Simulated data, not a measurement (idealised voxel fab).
Process module, titled voxel capacitor over wiring
We display cut, a cross-section 150 nm in width whose square cells are each 5 nm.
Cross-section spec: square-cell grid; bands listed top down; each band is one or more rows. Quick guide to a band line: top height, bottom height (nm) up front; then every material left to right with its width in nm. Only one material and it's marked "full width"? Then it fills the band edge to edge. And "air" just means empty space. Below 0: as-received wafer, all one material; heights counted from there. Lowest band: no bottom, goes on down, written "top 0, no bottom". The width entry "30 to 40" should be interpreted row by row: the top row of cells in the band takes the first number, the bottom row takes the second number, and the change between adjacent rows is uniform throughout. You'll sometimes find "identical to before" written for a step, and that's the way of saying that nowhere in the cross-section did a cell change during that step. Closed empty spaces (no open way to the top) of 8 cells or more are what "Voids, fully enclosed" lists, each as width x height at distance from the left edge, nm for all three. It should be noted that, on the line of a given step, the content following the step's settings is a remark produced by the simulator itself with respect to that step. Each step line may optionally specify "overlay nm", which for a step with a mask gives the rightward distance between the mask's planned place and where it lay, a negative value indicating the leftward direction. Below you will find pairs of cross-sections. In each, one shows the wafer before one process step and the other after it, with the after view ending at the lowest band that changed. Under each pair is the step separating them, along with its settings. Do not assume the pairs form a chain: they can come from different runs of this module on the same starting wafer, and a pair continues from the pair above it only when its "Pre-step geometry" entry says so.
Pre-step geometry
  top 85, bottom 75 = 20 air | 35 TiN | 95 air
  top 75, bottom 70 = 20 TiN | 35 SiN | 95 TiN
  top 70, bottom 65 = TiN full width
  top 65, bottom 60 = 20 SiN | 35 TiN | 95 SiN
  top 60, bottom 50 = 20 TiN | 35 Ru | 95 TiN
  top 50, bottom 35 = 30 lowk | 15 Ru | 105 lowk
  top 35, bottom 30 = 30 SiCN | 15 Ru | 105 SiCN
  top 30, bottom 15 = 10 lowk | 5 SiCN | 30 W | 5 SiCN | 50 lowk | 5 SiCN | 30 W | 5 SiCN | 10 lowk
  top 15, bottom 10 = 15 SiCN | 30 TiN | 60 SiCN | 30 TiN | 15 SiCN
  top 10, bottom 0 = SiO2 full width
  top 0, no bottom = Si full width
  Voids, fully enclosed: none
Resultant Cross-Section
  top 100, bottom 90 = 20 air | 35 aC | 95 air
  top 90, bottom 85 = aC full width
  top 85, bottom 75 = 20 aC | 35 TiN | 95 aC
  Lower than 75, everything is as it was.
  Voids, fully enclosed: none
The before and after cross-sections above are linked by op DIRECTIONAL_DEP | material aC | thk nm 15
Pre-step geometry: as shown after the step in the preceding pair, directly above.
Resultant Cross-Section
  top 135, bottom 100 = 30 air | 65 resist | 55 air
  top 100, bottom 90 = 20 air | 35 aC | 40 resist | 55 air
  Lower than 90, everything is as it was.
  Voids, fully enclosed: none
The before and after cross-sections above are linked by op PATTERN | tone cover | mask id UPPER_PLATE | material resist | width nm 65 | thk nm 35 | overlay nm 0
Pre-step geometry: as shown after the step in the preceding pair, directly above.
Resultant Cross-Section
  top 120, bottom 100 = 30 air | 65 resist | 55 air
  top 100, bottom 90 = 30 air | 25 aC | 40 resist | 55 air
  top 90, bottom 85 = 30 air | 65 aC | 55 air
  top 85, bottom 75 = 20 air | 35 TiN | 40 aC | 55 air
  Lower than 75, everything is as it was.
  Voids, fully enclosed: none
The before and after cross-sections above are linked by op DIRECTIONAL_ETCH | etch materials aC | depth nm 15
Pre-step geometry: as shown after the step in the preceding pair, directly above.
Resultant Cross-Section
  top 100, bottom 90 = 30 air | 25 aC | 95 air
  Lower than 90, everything is as it was.
  Voids, fully enclosed: none
The before and after cross-sections above are linked by op STRIP | etch materials resist
Pre-step geometry: as shown after the step in the preceding pair, directly above.
Resultant Cross-Section
  top 100, bottom 90 = 30 air | 25 aC | 95 air
  top 90, bottom 85 = 30 air | 65 aC | 55 air
  top 85, bottom 75 = 30 air | 25 TiN | 40 aC | 55 air
  top 75, bottom 70 = 20 air | 35 SiN | 40 TiN | 55 air
  top 70, bottom 65 = 20 air | 75 TiN | 55 air
  Lower than 65, everything is as it was.
  Voids, fully enclosed: none
The before and after cross-sections above are linked by op DIRECTIONAL_ETCH | etch materials TiN | depth nm 10
Pre-step geometry: as shown after the step in the preceding pair, directly above.
Resultant Cross-Section
  top 100, bottom 90 = 30 air | 25 aC | 95 air
  top 90, bottom 85 = 30 air | 65 aC | 55 air
  top 85, bottom 75 = 30 air | 25 TiN | 40 aC | 55 air
  top 75, bottom 70 = 30 air | 25 SiN | 40 TiN | 55 air
  top 70, bottom 65 = 20 air | 75 TiN | 55 air
  top 65, bottom 60 = 20 air | 35 TiN | 40 SiN | 55 air
  Lower than 60, everything is as it was.
  Voids, fully enclosed: none
The before and after cross-sections above are linked by op DIRECTIONAL_ETCH | etch materials SiN | depth nm 5
Pre-step geometry: as shown after the step in the preceding pair, directly above.
Resultant Cross-Section
  top 85, bottom 75 = 30 air | 25 TiN | 95 air
  Lower than 75, everything is as it was.
  Voids, fully enclosed: none
The before and after cross-sections above are linked by op STRIP | etch materials aC
Pre-step geometry: as shown after the step in the preceding pair, directly above.
Resultant Cross-Section
  top 100, bottom 90 = 30 air | 25 aC | 95 air
  top 90, bottom 85 = 30 air | 65 aC | 55 air
  top 85, bottom 75 = 20 air | 10 aC | 25 TiN | 40 aC | 55 air
  top 75, bottom 70 = 30 aC | 25 SiN | 40 TiN | 55 aC
  top 70, bottom 65 = 20 aC | 75 TiN | 55 aC
  top 65, bottom 60 = 20 aC | 35 TiN | 40 SiN | 55 aC
  Lower than 60, everything is as it was.
  Voids, fully enclosed: none
The before and after cross-sections above are linked by op DIRECTIONAL_DEP | material aC | thk nm 15
Pre-step geometry: as shown after the step in the preceding pair, directly above.
Resultant Cross-Section
  top 135, bottom 100 = 25 air | 75 resist | 50 air
  top 100, bottom 90 = 25 air | 5 resist | 25 aC | 45 resist | 50 air
  top 90, bottom 85 = 25 air | 5 resist | 65 aC | 5 resist | 50 air
  top 85, bottom 75 = 20 air | 10 aC | 25 TiN | 40 aC | 5 resist | 50 air
  Lower than 75, everything is as it was.
  Voids, fully enclosed: none
The before and after cross-sections above are linked by op PATTERN | tone cover | mask id LOWER_PLATE | material resist | width nm 75 | thk nm 35 | overlay nm 0
Pre-step geometry: as shown after the step in the preceding pair, directly above.
Resultant Cross-Section
  top 120, bottom 100 = 25 air | 75 resist | 50 air
  top 100, bottom 90 = 25 air | 5 resist | 25 aC | 45 resist | 50 air
  top 90, bottom 85 = 25 air | 5 resist | 65 aC | 5 resist | 50 air
  top 85, bottom 75 = 25 air | 5 aC | 25 TiN | 40 aC | 5 resist | 50 air
  top 75, bottom 70 = 25 air | 5 aC | 25 SiN | 40 TiN | 5 aC | 50 air
  top 70, bottom 65 = 20 air | 75 TiN | 5 aC | 50 air
  top 65, bottom 60 = 20 air | 35 TiN | 40 SiN | 5 aC | 50 air
  Lower than 60, everything is as it was.
  Voids, fully enclosed: none
The before and after cross-sections above are linked by op DIRECTIONAL_ETCH | etch materials aC | depth nm 15
Pre-step geometry: as shown after the step in the preceding pair, directly above.
Resultant Cross-Section
  top 100, bottom 90 = 30 air | 25 aC | 95 air
  top 90, bottom 85 = 30 air | 65 aC | 55 air
  top 85, bottom 75 = 25 air | 5 aC | 25 TiN | 40 aC | 55 air
  Lower than 75, everything is as it was.
  Voids, fully enclosed: none
The before and after cross-sections above are linked by op STRIP | etch materials resist
Pre-step geometry: as shown after the step in the preceding pair, directly above.
Resultant Cross-Section
  top 100, bottom 90 = 30 air | 25 aC | 95 air
  top 90, bottom 85 = 30 air | 65 aC | 55 air
  top 85, bottom 75 = 25 air | 5 aC | 25 TiN | 40 aC | 55 air
  top 75, bottom 70 = 25 air | 5 aC | 25 SiN | 40 TiN | 5 aC | 50 air
  top 70, bottom 65 = 25 air | 70 TiN | 5 aC | 50 air
  top 65, bottom 60 = 25 air | 30 TiN | 40 SiN | 5 aC | 50 air
  top 60, bottom 50 = 20 air | 35 Ru | 45 TiN | 50 air
  Lower than 50, everything is as it was.
  Voids, fully enclosed: none
The before and after cross-sections above are linked by op DIRECTIONAL_ETCH | etch materials TiN | depth nm 10
Pre-step geometry: as shown after the step in the preceding pair, directly above.
Resultant Cross-Section
  top 85, bottom 75 = 30 air | 25 TiN | 95 air
  top 75, bottom 70 = 30 air | 25 SiN | 40 TiN | 55 air
  top 70, bottom 65 = 25 air | 70 TiN | 55 air
  top 65, bottom 60 = 25 air | 30 TiN | 40 SiN | 55 air
  Lower than 60, everything is as it was.
  Voids, fully enclosed: none
The before and after cross-sections above are linked by op STRIP | etch materials aC
Pre-step geometry: as shown after the step in the preceding pair, directly above.
Resultant Cross-Section
  top 100, bottom 85 = SiO2 full width
  top 85, bottom 75 = 30 SiO2 | 25 TiN | 95 SiO2
  top 75, bottom 70 = 30 SiO2 | 25 SiN | 40 TiN | 55 SiO2
  top 70, bottom 65 = 25 SiO2 | 70 TiN | 55 SiO2
  top 65, bottom 60 = 25 SiO2 | 30 TiN | 40 SiN | 55 SiO2
  top 60, bottom 50 = 20 SiO2 | 35 Ru | 45 TiN | 50 SiO2
  Lower than 50, everything is as it was.
  Voids, fully enclosed: none
The before and after cross-sections above are linked by op FILL_DEP | material SiO2 | thk nm 15
Pre-step geometry: as shown after the step in the preceding pair, directly above.
Resultant Cross-Section
  top 85, bottom 75 = 30 SiO2 | 25 TiN | 95 SiO2
  Lower than 75, everything is as it was.
  Voids, fully enclosed: none
The before and after cross-sections above are linked by op CMP | height nm 85
Pre-step geometry: as shown after the step in the preceding pair, directly above.
Resultant Cross-Section
  top 105, bottom 85 = 40 resist | 15 air | 95 resist
  Lower than 85, everything is as it was.
  Voids, fully enclosed: none
The before and after cross-sections above are linked by op PATTERN | tone open | mask id PLUG_2 | material resist | width nm 15 | thk nm 20 | overlay nm 0
Pre-step geometry: as shown after the step in the preceding pair, directly above.
Resultant Cross-Section
  top 85, bottom 75 = 30 SiO2 | 25 TiN | 95 SiO2
  Lower than 75, everything is as it was.
  Voids, fully enclosed: none
The before and after cross-sections above are linked by op STRIP | etch materials resist
Pre-step geometry: as shown after the step in the preceding pair, directly above.
Resultant Cross-Section
  top 90, bottom 85 = TiN full width
  Lower than 85, everything is as it was.
  Voids, fully enclosed: none
The before and after cross-sections above are linked by op CONFORMAL_DEP | material TiN | thk nm 5
Pre-step geometry: as shown after the step in the preceding pair, directly above.
Resultant Cross-Section
  top 100, bottom 90 = Cu full width
  Lower than 90, everything is as it was.
  Voids, fully enclosed: none
The before and after cross-sections above are linked by op FILL_DEP | material Cu | thk nm 10
Pre-step geometry: as shown after the step in the preceding pair, directly above.
Resultant Cross-Section
  top 85, bottom 75 = 30 SiO2 | 25 TiN | 95 SiO2
  Lower than 75, everything is as it was.
  Voids, fully enclosed: none
The before and after cross-sections above are linked by op CMP | height nm 85
Pre-step geometry: as shown after the step in the preceding pair, directly above.
Resultant Cross-Section
  top 90, bottom 85 = SiCN full width
  Lower than 85, everything is as it was.
  Voids, fully enclosed: none
The before and after cross-sections above are linked by op CONFORMAL_DEP | material SiCN | thk nm 5
Pre-step geometry
  top 50, bottom 40 = 30 lowk | 15 air | 105 lowk
  top 40, bottom 35 = 30 lowk | 15 Ru | 105 lowk
  top 35, bottom 30 = 30 SiCN | 15 Ru | 105 SiCN
  top 30, bottom 15 = 10 lowk | 5 SiCN | 30 W | 5 SiCN | 50 lowk | 5 SiCN | 30 W | 5 SiCN | 10 lowk
  top 15, bottom 10 = 15 SiCN | 30 TiN | 60 SiCN | 30 TiN | 15 SiCN
  top 10, bottom 0 = SiO2 full width
  top 0, no bottom = Si full width
  Voids, fully enclosed: none
Resultant Cross-Section
  top 60, bottom 50 = 30 TiN | 15 air | 105 TiN
  top 50, bottom 40 = 30 lowk | 15 TiN | 105 lowk
  Lower than 40, everything is as it was.
  Voids, fully enclosed: none
The before and after cross-sections above are linked by op DIRECTIONAL_DEP | material TiN | thk nm 10
Pre-step geometry: as shown after the step in the preceding pair, directly above.
Resultant Cross-Section
  top 70, bottom 60 = Ru full width
  top 60, bottom 50 = 30 TiN | 15 Ru | 105 TiN
  Lower than 50, everything is as it was.
  Voids, fully enclosed: none
The before and after cross-sections above are linked by op EPI | material Ru | thk nm 10
Pre-step geometry: as shown after the step in the preceding pair, directly above.
Resultant Cross-Section
  top 75, bottom 70 = SiN full width
  Lower than 70, everything is as it was.
  Voids, fully enclosed: none
The before and after cross-sections above are linked by op DIRECTIONAL_DEP | material SiN | thk nm 5
Pre-step geometry: as shown after the step in the preceding pair, directly above.
Resultant Cross-Section
  top 85, bottom 75 = TiN full width
  Lower than 75, everything is as it was.
  Voids, fully enclosed: none
The before and after cross-sections above are linked by op DIRECTIONAL_DEP | material TiN | thk nm 10
Pre-step geometry: as shown after the step in the preceding pair, directly above.
Resultant Cross-Section
  top 100, bottom 85 = aC full width
  Lower than 85, everything is as it was.
  Voids, fully enclosed: none
The before and after cross-sections above are linked by op DIRECTIONAL_DEP | material aC | thk nm 15
Pre-step geometry: as shown after the step in the preceding pair, directly above.
Resultant Cross-Section
  top 135, bottom 100 = 30 air | 65 resist | 55 air
  Lower than 100, everything is as it was.
  Voids, fully enclosed: none
The before and after cross-sections above are linked by op PATTERN | tone cover | mask id UPPER_PLATE | material resist | width nm 65 | thk nm 35 | overlay nm 0
Pre-step geometry: as shown after the step in the preceding pair, directly above.
Resultant Cross-Section
  top 120, bottom 100 = 30 air | 65 resist | 55 air
  top 100, bottom 85 = 30 air | 65 aC | 55 air
  Lower than 85, everything is as it was.
  Voids, fully enclosed: none
The before and after cross-sections above are linked by op DIRECTIONAL_ETCH | etch materials aC | depth nm 15
Pre-step geometry: as shown after the step in the preceding pair, directly above.
Resultant Cross-Section
  top 100, bottom 85 = 30 air | 65 aC | 55 air
  Lower than 85, everything is as it was.
  Voids, fully enclosed: none
The before and after cross-sections above are linked by op STRIP | etch materials resist
Pre-step geometry: as shown after the step in the preceding pair, directly above.
Resultant Cross-Section
  top 100, bottom 85 = 30 air | 65 aC | 55 air
  top 85, bottom 75 = 30 air | 65 TiN | 55 air
  Lower than 75, everything is as it was.
  Voids, fully enclosed: none
The before and after cross-sections above are linked by op DIRECTIONAL_ETCH | etch materials TiN | depth nm 10
Pre-step geometry: as shown after the step in the preceding pair, directly above.
Resultant Cross-Section
  top 100, bottom 85 = 30 air | 65 aC | 55 air
  top 85, bottom 75 = 30 air | 65 TiN | 55 air
  top 75, bottom 70 = 30 air | 65 SiN | 55 air
  Lower than 70, everything is as it was.
  Voids, fully enclosed: none
The before and after cross-sections above are linked by op DIRECTIONAL_ETCH | etch materials SiN | depth nm 5
Pre-step geometry: as shown after the step in the preceding pair, directly above.
Resultant Cross-Section
  top 85, bottom 75 = 30 air | 65 TiN | 55 air
  Lower than 75, everything is as it was.
  Voids, fully enclosed: none
The before and after cross-sections above are linked by op STRIP | etch materials aC
Pre-step geometry: as shown after the step in the preceding pair, directly above.
Resultant Cross-Section
  top 100, bottom 85 = 30 air | 65 aC | 55 air
  top 85, bottom 75 = 30 aC | 65 TiN | 55 aC
  top 75, bottom 70 = 30 aC | 65 SiN | 55 aC
  Lower than 70, everything is as it was.
  Voids, fully enclosed: none
The before and after cross-sections above are linked by op DIRECTIONAL_DEP | material aC | thk nm 15
Pre-step geometry: as shown after the step in the preceding pair, directly above.
Resultant Cross-Section
  top 135, bottom 100 = 25 air | 75 resist | 50 air
  top 100, bottom 85 = 25 air | 5 resist | 65 aC | 5 resist | 50 air
  Lower than 85, everything is as it was.
  Voids, fully enclosed: none
The before and after cross-sections above are linked by op PATTERN | tone cover | mask id LOWER_PLATE | material resist | width nm 75 | thk nm 35 | overlay nm 0
Pre-step geometry: as shown after the step in the preceding pair, directly above.
Resultant Cross-Section
  top 120, bottom 100 = 25 air | 75 resist | 50 air
  top 100, bottom 85 = 25 air | 5 resist | 65 aC | 5 resist | 50 air
  top 85, bottom 75 = 25 air | 5 aC | 65 TiN | 5 aC | 50 air
  top 75, bottom 70 = 25 air | 5 aC | 65 SiN | 5 aC | 50 air
  Lower than 70, everything is as it was.
  Voids, fully enclosed: none
The before and after cross-sections above are linked by op DIRECTIONAL_ETCH | etch materials aC | depth nm 15
Pre-step geometry: as shown after the step in the preceding pair, directly above.
Resultant Cross-Section
  top 100, bottom 85 = 30 air | 65 aC | 55 air
  Lower than 85, everything is as it was.
  Voids, fully enclosed: none
The before and after cross-sections above are linked by op STRIP | etch materials resist
Pre-step geometry: as shown after the step in the preceding pair, directly above.
Resultant Cross-Section
  top 85, bottom 75 = 30 air | 65 TiN | 55 air
  top 75, bottom 70 = 30 air | 65 SiN | 55 air
  Lower than 70, everything is as it was.
  Voids, fully enclosed: none
The before and after cross-sections above are linked by op STRIP | etch materials aC
Pre-step geometry: as shown after the step in the preceding pair, directly above.
Resultant Cross-Section
  top 100, bottom 85 = SiO2 full width
  top 85, bottom 75 = 30 SiO2 | 65 TiN | 55 SiO2
  top 75, bottom 70 = 30 SiO2 | 65 SiN | 55 SiO2
  Lower than 70, everything is as it was.
  Voids, fully enclosed: none
The before and after cross-sections above are linked by op FILL_DEP | material SiO2 | thk nm 15
Pre-step geometry: as shown after the step in the preceding pair, directly above.
Resultant Cross-Section
  top 85, bottom 75 = 30 SiO2 | 65 TiN | 55 SiO2
  Lower than 75, everything is as it was.
  Voids, fully enclosed: none
The before and after cross-sections above are linked by op CMP | height nm 85
Pre-step geometry: as shown after the step in the preceding pair, directly above.
Resultant Cross-Section
  top 105, bottom 85 = 40 resist | 15 air | 95 resist
  Lower than 85, everything is as it was.
  Voids, fully enclosed: none
The before and after cross-sections above are linked by op PATTERN | tone open | mask id PLUG_2 | material resist | width nm 15 | thk nm 20 | overlay nm 0
Pre-step geometry: as shown after the step in the preceding pair, directly above.
Resultant Cross-Section
  top 85, bottom 75 = 30 SiO2 | 65 TiN | 55 SiO2
  Lower than 75, everything is as it was.
  Voids, fully enclosed: none
The before and after cross-sections above are linked by op STRIP | etch materials resist
Pre-step geometry: as shown after the step in the preceding pair, directly above.
Resultant Cross-Section
  top 90, bottom 85 = TiN full width
  Lower than 85, everything is as it was.
  Voids, fully enclosed: none
The before and after cross-sections above are linked by op CONFORMAL_DEP | material TiN | thk nm 5
Pre-step geometry: as shown after the step in the preceding pair, directly above.
Resultant Cross-Section
  top 100, bottom 90 = Cu full width
  Lower than 90, everything is as it was.
  Voids, fully enclosed: none
The before and after cross-sections above are linked by op FILL_DEP | material Cu | thk nm 10
Pre-step geometry: as shown after the step in the preceding pair, directly above.
Resultant Cross-Section
  top 85, bottom 75 = 30 SiO2 | 65 TiN | 55 SiO2
  Lower than 75, everything is as it was.
  Voids, fully enclosed: none
The before and after cross-sections above are linked by op CMP | height nm 85
Pre-step geometry: as shown after the step in the preceding pair, directly above.
Resultant Cross-Section
  top 90, bottom 85 = SiCN full width
  Lower than 85, everything is as it was.
  Voids, fully enclosed: none
The before and after cross-sections above are linked by op CONFORMAL_DEP | material SiCN | thk nm 5
Pre-step geometry
  top 100, bottom 90 = Cu full width
  top 90, bottom 85 = 45 TiN | 5 Cu | 100 TiN
  top 85, bottom 80 = 40 SiO2 | 5 TiN | 5 Cu | 5 TiN | 95 SiO2
  top 80, bottom 75 = 40 SiO2 | 15 TiN | 95 SiO2
  top 75, bottom 65 = 30 SiO2 | 65 TiN | 55 SiO2
  top 65, bottom 60 = 30 SiO2 | 65 SiN | 55 SiO2
  top 60, bottom 50 = 25 SiO2 | 75 TiN | 50 SiO2
  top 50, bottom 35 = 30 lowk | 15 Ru | 105 lowk
  top 35, bottom 30 = 30 SiCN | 15 Ru | 105 SiCN
  top 30, bottom 15 = 10 lowk | 5 SiCN | 30 W | 5 SiCN | 50 lowk | 5 SiCN | 30 W | 5 SiCN | 10 lowk
  top 15, bottom 10 = 15 SiCN | 30 TiN | 60 SiCN | 30 TiN | 15 SiCN
  top 10, bottom 0 = SiO2 full width
  top 0, no bottom = Si full width
  Voids, fully enclosed: none
Resultant Cross-Section
  top 80, bottom 75 = 40 SiO2 | 15 TiN | 95 SiO2
  Lower than 75, everything is as it was.
  Voids, fully enclosed: none
The before and after cross-sections above are linked by op CMP | height nm 80
Pre-step geometry: as shown after the step in the preceding pair, directly above.
Resultant Cross-Section
  top 85, bottom 80 = SiCN full width
  Lower than 80, everything is as it was.
  Voids, fully enclosed: none
The before and after cross-sections above are linked by op CONFORMAL_DEP | material SiCN | thk nm 5
Pre-step geometry
  top 50, bottom 35 = lowk full width
  top 35, bottom 30 = SiCN full width
  top 30, bottom 15 = 10 lowk | 5 SiCN | 30 W | 5 SiCN | 50 lowk | 5 SiCN | 30 W | 5 SiCN | 10 lowk
  top 15, bottom 10 = 15 SiCN | 30 TiN | 60 SiCN | 30 TiN | 15 SiCN
  top 10, bottom 0 = SiO2 full width
  top 0, no bottom = Si full width
  Voids, fully enclosed: none
Resultant Cross-Section
  top 50, bottom 35 = 30 lowk | 20 air | 100 lowk
  Lower than 35, everything is as it was.
  Voids, fully enclosed: none
The before and after cross-sections above are linked by op MASKED_ETCH | tone open | mask id PLUG_1 | width nm 20 | etch materials lowk | depth nm 15 | overlay nm 0
Pre-step geometry: as shown after the step in the preceding pair, directly above.
Resultant Cross-Section
  top 50, bottom 35 = 30 lowk | 20 air | 100 lowk
  top 35, bottom 30 = 30 SiCN | 15 air | 105 SiCN
  Lower than 30, everything is as it was.
  Voids, fully enclosed: none
The before and after cross-sections above are linked by op MASKED_ETCH | tone open | mask id PLUG_1 | width nm 15 | etch materials SiCN | depth nm 5 | overlay nm 0
Pre-step geometry: as shown after the step in the preceding pair, directly above.
Resultant Cross-Section
  top 50, bottom 40 = 30 lowk | 20 air | 100 lowk
  top 40, bottom 35 = 30 lowk | 20 Ru | 100 lowk
  top 35, bottom 30 = 30 SiCN | 15 Ru | 105 SiCN
  Lower than 30, everything is as it was.
  Voids, fully enclosed: none
The before and after cross-sections above are linked by op EPI | material Ru | thk nm 10
Pre-step geometry: as shown after the step in the preceding pair, directly above.
Resultant Cross-Section
  top 50, bottom 35 = 30 lowk | 20 Ru | 100 lowk
  Lower than 35, everything is as it was.
  Voids, fully enclosed: none
The before and after cross-sections above are linked by op EPI | material Ru | thk nm 10
Pre-step geometry: as shown after the step in the preceding pair, directly above.
Resultant Cross-Section
  top 60, bottom 50 = TiN full width
  Lower than 50, everything is as it was.
  Voids, fully enclosed: none
The before and after cross-sections above are linked by op DIRECTIONAL_DEP | material TiN | thk nm 10
Pre-step geometry: as shown after the step in the preceding pair, directly above.
Resultant Cross-Section
  top 65, bottom 60 = SiN full width
  Lower than 60, everything is as it was.
  Voids, fully enclosed: none
The before and after cross-sections above are linked by op DIRECTIONAL_DEP | material SiN | thk nm 5
Pre-step geometry: as shown after the step in the preceding pair, directly above.
Resultant Cross-Section
  top 75, bottom 65 = TiN full width
  Lower than 65, everything is as it was.
  Voids, fully enclosed: none
The before and after cross-sections above are linked by op DIRECTIONAL_DEP | material TiN | thk nm 10
Pre-step geometry: as shown after the step in the preceding pair, directly above.
Resultant Cross-Section
  top 90, bottom 75 = aC full width
  Lower than 75, everything is as it was.
  Voids, fully enclosed: none
The before and after cross-sections above are linked by op DIRECTIONAL_DEP | material aC | thk nm 15
Pre-step geometry: as shown after the step in the preceding pair, directly above.
Resultant Cross-Section
  top 125, bottom 90 = 30 air | 65 resist | 55 air
  Lower than 90, everything is as it was.
  Voids, fully enclosed: none
The before and after cross-sections above are linked by op PATTERN | tone cover | mask id UPPER_PLATE | material resist | width nm 65 | thk nm 35 | overlay nm 0
Pre-step geometry: as shown after the step in the preceding pair, directly above.
Resultant Cross-Section
  top 110, bottom 90 = 30 air | 65 resist | 55 air
  top 90, bottom 75 = 30 air | 65 aC | 55 air
  Lower than 75, everything is as it was.
  Voids, fully enclosed: none
The before and after cross-sections above are linked by op DIRECTIONAL_ETCH | etch materials aC | depth nm 15
Pre-step geometry: as shown after the step in the preceding pair, directly above.
Resultant Cross-Section
  top 90, bottom 75 = 30 air | 65 aC | 55 air
  Lower than 75, everything is as it was.
  Voids, fully enclosed: none
The before and after cross-sections above are linked by op STRIP | etch materials resist
Pre-step geometry: as shown after the step in the preceding pair, directly above.
Resultant Cross-Section
  top 90, bottom 75 = 30 air | 65 aC | 55 air
  top 75, bottom 65 = 30 air | 65 TiN | 55 air
  Lower than 65, everything is as it was.
  Voids, fully enclosed: none
The before and after cross-sections above are linked by op DIRECTIONAL_ETCH | etch materials TiN | depth nm 10
Pre-step geometry: as shown after the step in the preceding pair, directly above.
Resultant Cross-Section
  top 90, bottom 75 = 30 air | 65 aC | 55 air
  top 75, bottom 65 = 30 air | 65 TiN | 55 air
  top 65, bottom 60 = 30 air | 65 SiN | 55 air
  Lower than 60, everything is as it was.
  Voids, fully enclosed: none
The before and after cross-sections above are linked by op DIRECTIONAL_ETCH | etch materials SiN | depth nm 5
Pre-step geometry: as shown after the step in the preceding pair, directly above.
Resultant Cross-Section
  top 75, bottom 65 = 30 air | 65 TiN | 55 air
  Lower than 65, everything is as it was.
  Voids, fully enclosed: none
The before and after cross-sections above are linked by op STRIP | etch materials aC
Pre-step geometry: as shown after the step in the preceding pair, directly above.
Resultant Cross-Section
  top 90, bottom 75 = 30 air | 65 aC | 55 air
  top 75, bottom 65 = 30 aC | 65 TiN | 55 aC
  top 65, bottom 60 = 30 aC | 65 SiN | 55 aC
  Lower than 60, everything is as it was.
  Voids, fully enclosed: none
The before and after cross-sections above are linked by op DIRECTIONAL_DEP | material aC | thk nm 15
Pre-step geometry: as shown after the step in the preceding pair, directly above.
Resultant Cross-Section
  top 125, bottom 90 = 25 air | 75 resist | 50 air
  top 90, bottom 75 = 25 air | 5 resist | 65 aC | 5 resist | 50 air
  Lower than 75, everything is as it was.
  Voids, fully enclosed: none
The before and after cross-sections above are linked by op PATTERN | tone cover | mask id LOWER_PLATE | material resist | width nm 75 | thk nm 35 | overlay nm 0
Pre-step geometry: as shown after the step in the preceding pair, directly above.
Resultant Cross-Section
  top 110, bottom 90 = 25 air | 75 resist | 50 air
  top 90, bottom 75 = 25 air | 5 resist | 65 aC | 5 resist | 50 air
  top 75, bottom 65 = 25 air | 5 aC | 65 TiN | 5 aC | 50 air
  top 65, bottom 60 = 25 air | 5 aC | 65 SiN | 5 aC | 50 air
  Lower than 60, everything is as it was.
  Voids, fully enclosed: none
The before and after cross-sections above are linked by op DIRECTIONAL_ETCH | etch materials aC | depth nm 15
Pre-step geometry: as shown after the step in the preceding pair, directly above.
Resultant Cross-Section
  top 90, bottom 75 = 30 air | 65 aC | 55 air
  Lower than 75, everything is as it was.
  Voids, fully enclosed: none
The before and after cross-sections above are linked by op STRIP | etch materials resist
Pre-step geometry: as shown after the step in the preceding pair, directly above.
Resultant Cross-Section
  top 90, bottom 75 = 30 air | 65 aC | 55 air
  top 75, bottom 65 = 25 air | 5 aC | 65 TiN | 5 aC | 50 air
  top 65, bottom 60 = 25 air | 5 aC | 65 SiN | 5 aC | 50 air
  top 60, bottom 50 = 25 air | 75 TiN | 50 air
  Lower than 50, everything is as it was.
  Voids, fully enclosed: none
The before and after cross-sections above are linked by op DIRECTIONAL_ETCH | etch materials TiN | depth nm 10
Pre-step geometry: as shown after the step in the preceding pair, directly above.
Resultant Cross-Section
  top 75, bottom 65 = 30 air | 65 TiN | 55 air
  top 65, bottom 60 = 30 air | 65 SiN | 55 air
  Lower than 60, everything is as it was.
  Voids, fully enclosed: none
The before and after cross-sections above are linked by op STRIP | etch materials aC
Pre-step geometry: as shown after the step in the preceding pair, directly above.
Resultant Cross-Section
  top 90, bottom 75 = SiO2 full width
  top 75, bottom 65 = 30 SiO2 | 65 TiN | 55 SiO2
  top 65, bottom 60 = 30 SiO2 | 65 SiN | 55 SiO2
  top 60, bottom 50 = 25 SiO2 | 75 TiN | 50 SiO2
  Lower than 50, everything is as it was.
  Voids, fully enclosed: none
The before and after cross-sections above are linked by op FILL_DEP | material SiO2 | thk nm 15
Pre-step geometry: as shown after the step in the preceding pair, directly above.
Resultant Cross-Section
  top 85, bottom 75 = SiO2 full width
  Lower than 75, everything is as it was.
  Voids, fully enclosed: none
The before and after cross-sections above are linked by op CMP | height nm 85
Pre-step geometry: as shown after the step in the preceding pair, directly above.
Resultant Cross-Section
  top 105, bottom 85 = 40 resist | 15 air | 95 resist
  Lower than 85, everything is as it was.
  Voids, fully enclosed: none
The before and after cross-sections above are linked by op PATTERN | tone open | mask id PLUG_2 | material resist | width nm 15 | thk nm 20 | overlay nm 0
Pre-step geometry: as shown after the step in the preceding pair, directly above.
Resultant Cross-Section
  top 105, bottom 85 = 40 resist | 15 air | 95 resist
  top 85, bottom 75 = 40 SiO2 | 15 air | 95 SiO2
  Lower than 75, everything is as it was.
  Voids, fully enclosed: none
The before and after cross-sections above are linked by op DIRECTIONAL_ETCH | etch materials SiO2 | depth nm 10
Pre-step geometry: as shown after the step in the preceding pair, directly above.
Resultant Cross-Section
  top 85, bottom 75 = 40 SiO2 | 15 air | 95 SiO2
  Lower than 75, everything is as it was.
  Voids, fully enclosed: none
The before and after cross-sections above are linked by op STRIP | etch materials resist
Pre-step geometry: as shown after the step in the preceding pair, directly above.
Resultant Cross-Section
  top 90, bottom 85 = 45 TiN | 5 air | 100 TiN
  top 85, bottom 80 = 40 SiO2 | 5 TiN | 5 air | 5 TiN | 95 SiO2
  top 80, bottom 75 = 40 SiO2 | 15 TiN | 95 SiO2
  Lower than 75, everything is as it was.
  Voids, fully enclosed: none
The before and after cross-sections above are linked by op CONFORMAL_DEP | material TiN | thk nm 5
Pre-step geometry: as shown after the step in the preceding pair, directly above.
Resultant Cross-Section
  top 100, bottom 90 = Cu full width
  top 90, bottom 85 = 45 TiN | 5 Cu | 100 TiN
  top 85, bottom 80 = 40 SiO2 | 5 TiN | 5 Cu | 5 TiN | 95 SiO2
  Lower than 80, everything is as it was.
  Voids, fully enclosed: none
The before and after cross-sections above are linked by op FILL_DEP | material Cu | thk nm 10
Pre-step geometry: as shown after the step in the preceding pair, directly above.
Resultant Cross-Section
  top 85, bottom 80 = 40 SiO2 | 5 TiN | 5 Cu | 5 TiN | 95 SiO2
  Lower than 80, everything is as it was.
  Voids, fully enclosed: none
The before and after cross-sections above are linked by op CMP | height nm 85
Pre-step geometry: as shown after the step in the preceding pair, directly above.
Resultant Cross-Section
  top 90, bottom 85 = SiCN full width
  Lower than 85, everything is as it was.
  Voids, fully enclosed: none
The before and after cross-sections above are linked by op CONFORMAL_DEP | material SiCN | thk nm 5
